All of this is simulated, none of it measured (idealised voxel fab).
Process module, titled voxel ribs on slabs
The width of the displayed cross-section, cut, is 155 nm; its cells are square, with a size of 5 nm.
This document writes a cross-section as a grid whose cells are square, and gives it as bands, listed from the top down; one or more rows of cells form a band.
Per band: top height and bottom height in nm, followed by the left-to-right materials and their widths in nm; "edge to edge" marks a single material spanning edge to edge, "air" marks empty space.
Zero point of the height axis is 0; under it, received wafer = one material. Lowest band: continues down indefinitely, "top 0, no bottom".
Quick explanation for "30..40": the width changes in equal steps down the rows of cells, from the first number in the band's top row to the second number in its bottom row.
Given "nothing was modified" for a step, no cell of the cross-section differs between before and after that step.
Closed-off voids of 8+ cells (no open route to the top) go in "Non-vented voids", written width x height at distance from the left edge, in nm.
If you see something after the settings on a step's line, that's the simulator's own remark about that step.
The "overlay nm" setting may appear on a step's line; for a step that uses a mask, it gives how far to the right of its planned position the mask lay, and a negative value indicates the left.
[The following list gives the planned process steps]
| 1 | op RECEIVE | material Si |
| 2 | op DIRECTIONAL_DEP | material SiO2 | thk nm 30 |
| 3 | op DIRECTIONAL_DEP | material SiN | thk nm 20 |
| 4 | op MASKED_ETCH | tone cover | mask id RIB | width nm 20 | etch materials SiN | depth nm 15 | overlay nm 0 |
| 5 | op MASKED_ETCH | tone cover | mask id SLAB | width nm 50 | etch materials SiN | depth nm 5 | overlay nm 0 |
| 6 | op FILL_DEP | material SiO2 | thk nm 25 |
| 7 | op CMP | height nm 65 |
| 8 | op DIRECTIONAL_DEP | material TiN | thk nm 10 |
| 9 | op PATTERN | tone cover | mask id HEATER | material resist | width nm 30 | thk nm 20 | overlay nm 0 |
| 10 | op DIRECTIONAL_ETCH | etch materials TiN | depth nm 10 |
| 11 | op STRIP | etch materials resist |
| 12 | op CONFORMAL_DEP | material SiO2 | thk nm 10 |
[Cross-section of the wafer at receipt, which is the condition after step 1]
  top 0, no bottom  Si edge to edge
  Non-vented voids: none
[Post-module cross-section: identical start and plan to those above, one misstep in execution]
  top 85, bottom 75  SiO2=70, then air=10, then SiO2=75
  top 75, bottom 65  TiN=60, then SiO2=30, then TiN=65
  top 65, bottom 50  SiO2 edge to edge
  top 50, bottom 35  SiO2=65, then SiN=20, then SiO2=70
  top 35, bottom 30  SiO2=50, then SiN=50, then SiO2=55
  top 30, bottom 0  SiO2 edge to edge
  top 0, no bottom  Si edge to edge
  Non-vented voids: none
So what did we get wrong on this run? step 9 deviated from plan and actually ran as op PATTERN | tone open | mask id HEATER | material resist | width nm 30 | thk nm 20 | overlay nm 0
